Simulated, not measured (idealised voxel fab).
Process module in this document: voxel quadruple lines
Cross-section cut spans 280 nm and uses square cells 5 nm in size.
Bands, listed from the top down, are how a cross-section gets written in this document; the cross-section itself is a grid of square cells, and a band is one or more rows of them.
In this notation a band is specified by the heights of its top and bottom, in that order and in nm, after which its materials appear from left to right, each paired with its width in nm. The word "full width" attached to a single material means that material fills the band from edge to edge; the word "empty" stands for empty space.
Heads up on the height convention: 0 is the point under which the incoming wafer is all one material, and the lowest band has no bottom, it just keeps going down, like "0 and below".
Width "30 to 40": first value at the band's top row of cells, second value at its bottom row, equal change from row to row.
No cell of the cross-section changed in a step that is given as "no change occurred".
The list in "Sealed internal cavities" covers empty spaces of 8 cells or more that cannot reach the top through any open way, and it gives each as width x height at distance; the distance is from the left edge, and width, height and distance are in nm.
It should be noted that, on the line of a given step, the content following the step's settings is a remark produced by the simulator itself with respect to that step.
What "overlay nm" on a step's line means: if the step has a mask, that mask lay this far to the right of its planned place, or, when the value is negative, to the left.
**The steps planned for the process are as follows**
1,RECEIVE, material Si
2,CONFORMAL_DEP, material SiO2, thk nm 10
3,DIRECTIONAL_DEP, material W, thk nm 15
4,DIRECTIONAL_DEP, material polySi, thk nm 20
5,DIRECTIONAL_DEP, material aC, thk nm 20
6,PATTERN, tone cover, mask id MANDREL, material resist, width nm 30, thk nm 25, overlay nm 0
7,DIRECTIONAL_ETCH, etch materials aC, depth nm 20
8,STRIP, etch materials resist
9,CONFORMAL_DEP, material SiO2, thk nm 10
10,DIRECTIONAL_ETCH, etch materials SiO2, depth nm 10
11,STRIP, etch materials aC
12,DIRECTIONAL_ETCH, etch materials polySi, depth nm 20
13,STRIP, etch materials SiO2
14,CONFORMAL_DEP, material SiN, thk nm 10
15,DIRECTIONAL_ETCH, etch materials SiN, depth nm 10
16,STRIP, etch materials polySi
17,DIRECTIONAL_ETCH, etch materials W, depth nm 15
18,STRIP, etch materials SiN
**On the first of the two wafers: run conducted according to plan**
**Wafer at receipt (post step 1), cross-section**
* 0 and below = Si full width
* Sealed internal cavities: none
**The following cross-section depicts the wafer upon completion of step 2**
* 10 down to 0 = SiO2 full width
* Lower than 0, everything is as it was.
**The following cross-section depicts the wafer upon completion of step 3**
* 25 down to 10 = W full width
* Lower than 10, everything is as it was.
**The following cross-section depicts the wafer upon completion of step 4**
* 45 down to 25 = polySi full width
* Lower than 25, everything is as it was.
**The following cross-section depicts the wafer upon completion of step 5**
* 65 down to 45 = aC full width
* Lower than 45, everything is as it was.
**The following cross-section depicts the wafer upon completion of step 6**
* 90 down to 65 = 125 empty | 30 resist | 125 empty
* Lower than 65, everything is as it was.
**The following cross-section depicts the wafer upon completion of step 7**
* 70 down to 65 = 125 empty | 30 resist | 125 empty
* 65 down to 45 = 125 empty | 30 aC | 125 empty
* Lower than 45, everything is as it was.
**The following cross-section depicts the wafer upon completion of step 8**
* 65 down to 45 = 125 empty | 30 aC | 125 empty
* Lower than 45, everything is as it was.
**The following cross-section depicts the wafer upon completion of step 9**
* 75 down to 65 = 115 empty | 50 SiO2 | 115 empty
* 65 down to 55 = 115 empty | 10 SiO2 | 30 aC | 10 SiO2 | 115 empty
* 55 down to 45 = 125 SiO2 | 30 aC | 125 SiO2
* Lower than 45, everything is as it was.
**The following cross-section depicts the wafer upon completion of step 10**
* 65 down to 45 = 115 empty | 10 SiO2 | 30 aC | 10 SiO2 | 115 empty
* Lower than 45, everything is as it was.
**The following cross-section depicts the wafer upon completion of step 11**
* 65 down to 45 = 115 empty | 10 SiO2 | 30 empty | 10 SiO2 | 115 empty
* Lower than 45, everything is as it was.
**The following cross-section depicts the wafer upon completion of step 12**
* 65 down to 45 = 115 empty | 10 SiO2 | 30 empty | 10 SiO2 | 115 empty
* 45 down to 25 = 115 empty | 10 polySi | 30 empty | 10 polySi | 115 empty
* Lower than 25, everything is as it was.
**The following cross-section depicts the wafer upon completion of step 13**
* 45 down to 25 = 115 empty | 10 polySi | 30 empty | 10 polySi | 115 empty
* Lower than 25, everything is as it was.
**The following cross-section depicts the wafer upon completion of step 14**
* 55 down to 45 = 105 empty | 30 SiN | 10 empty | 30 SiN | 105 empty
* 45 down to 35 = 105 empty | 10 SiN | 10 polySi | 10 SiN | 10 empty | 10 SiN | 10 polySi | 10 SiN | 105 empty
* 35 down to 25 = 115 SiN | 10 polySi | 30 SiN | 10 polySi | 115 SiN
* Lower than 25, everything is as it was.
**The following cross-section depicts the wafer upon completion of step 15**
* 45 down to 25 = 105 empty | 10 SiN | 10 polySi | 10 SiN | 10 empty | 10 SiN | 10 polySi | 10 SiN | 105 empty
* Lower than 25, everything is as it was.
**The following cross-section depicts the wafer upon completion of step 16**
* 45 down to 25 = 105 empty | 10 SiN | 10 empty | 10 SiN | 10 empty | 10 SiN | 10 empty | 10 SiN | 105 empty
* Lower than 25, everything is as it was.
**The following cross-section depicts the wafer upon completion of step 17**
* 45 down to 25 = 105 empty | 10 SiN | 10 empty | 10 SiN | 10 empty | 10 SiN | 10 empty | 10 SiN | 105 empty
* 25 down to 10 = 105 empty | 10 W | 10 empty | 10 W | 10 empty | 10 W | 10 empty | 10 W | 105 empty
* Lower than 10, everything is as it was.
**The following cross-section depicts the wafer upon completion of step 18**
* 25 down to 10 = 105 empty | 10 W | 10 empty | 10 W | 10 empty | 10 W | 10 empty | 10 W | 105 empty
* Lower than 10, everything is as it was.
**Okay, second wafer. Nothing different at the start, nothing different in the plan, just one mistake somewhere in the running. As far as step 2, counting that step, it's the first wafer all over again**
**Second wafer: cross-section at the scheduled end of step 3**
* 40 down to 10 = W full width
* Lower than 10, everything is as it was.
**Second wafer: cross-section at the scheduled end of step 4**
* 60 down to 40 = polySi full width
* Lower than 40, everything is as it was.
**Second wafer: cross-section at the scheduled end of step 5**
* 80 down to 60 = aC full width
* Lower than 60, everything is as it was.
**Second wafer: cross-section at the scheduled end of step 6**
* 105 down to 80 = 125 empty | 30 resist | 125 empty
* Lower than 80, everything is as it was.
**Second wafer: cross-section at the scheduled end of step 7**
* 85 down to 80 = 125 empty | 30 resist | 125 empty
* 80 down to 60 = 125 empty | 30 aC | 125 empty
* Lower than 60, everything is as it was.
**Second wafer: cross-section at the scheduled end of step 8**
* 80 down to 60 = 125 empty | 30 aC | 125 empty
* Lower than 60, everything is as it was.
**Second wafer: cross-section at the scheduled end of step 9**
* 90 down to 80 = 115 empty | 50 SiO2 | 115 empty
* 80 down to 70 = 115 empty | 10 SiO2 | 30 aC | 10 SiO2 | 115 empty
* 70 down to 60 = 125 SiO2 | 30 aC | 125 SiO2
* Lower than 60, everything is as it was.
**Second wafer: cross-section at the scheduled end of step 10**
* 80 down to 60 = 115 empty | 10 SiO2 | 30 aC | 10 SiO2 | 115 empty
* Lower than 60, everything is as it was.
**Second wafer: cross-section at the scheduled end of step 11**
* 80 down to 60 = 115 empty | 10 SiO2 | 30 empty | 10 SiO2 | 115 empty
* Lower than 60, everything is as it was.
**Second wafer: cross-section at the scheduled end of step 12**
* 80 down to 60 = 115 empty | 10 SiO2 | 30 empty | 10 SiO2 | 115 empty
* 60 down to 40 = 115 empty | 10 polySi | 30 empty | 10 polySi | 115 empty
* Lower than 40, everything is as it was.
**Second wafer: cross-section at the scheduled end of step 13**
* 60 down to 40 = 115 empty | 10 polySi | 30 empty | 10 polySi | 115 empty
* Lower than 40, everything is as it was.
**Second wafer: cross-section at the scheduled end of step 14**
* 70 down to 60 = 105 empty | 30 SiN | 10 empty | 30 SiN | 105 empty
* 60 down to 50 = 105 empty | 10 SiN | 10 polySi | 10 SiN | 10 empty | 10 SiN | 10 polySi | 10 SiN | 105 empty
* 50 down to 40 = 115 SiN | 10 polySi | 30 SiN | 10 polySi | 115 SiN
* Lower than 40, everything is as it was.
**Second wafer: cross-section at the scheduled end of step 15**
* 60 down to 40 = 105 empty | 10 SiN | 10 polySi | 10 SiN | 10 empty | 10 SiN | 10 polySi | 10 SiN | 105 empty
* Lower than 40, everything is as it was.
**Second wafer: cross-section at the scheduled end of step 16**
* 60 down to 40 = 105 empty | 10 SiN | 10 empty | 10 SiN | 10 empty | 10 SiN | 10 empty | 10 SiN | 105 empty
* Lower than 40, everything is as it was.
**Second wafer: cross-section at the scheduled end of step 17**
* 60 down to 40 = 105 empty | 10 SiN | 10 empty | 10 SiN | 10 empty | 10 SiN | 10 empty | 10 SiN | 105 empty
* 40 down to 25 = 105 empty | 10 W | 10 empty | 10 W | 10 empty | 10 W | 10 empty | 10 W | 105 empty
* Lower than 25, everything is as it was.
**Second wafer: cross-section at the scheduled end of step 18**
* 40 down to 25 = 105 empty | 10 W | 10 empty | 10 W | 10 empty | 10 W | 10 empty | 10 W | 105 empty
* Lower than 25, everything is as it was.
Plan not followed: step 3, plan: ran twice
Bottom line after processing is that, in cells, the second wafer is up or down on some materials versus the first: +168 W
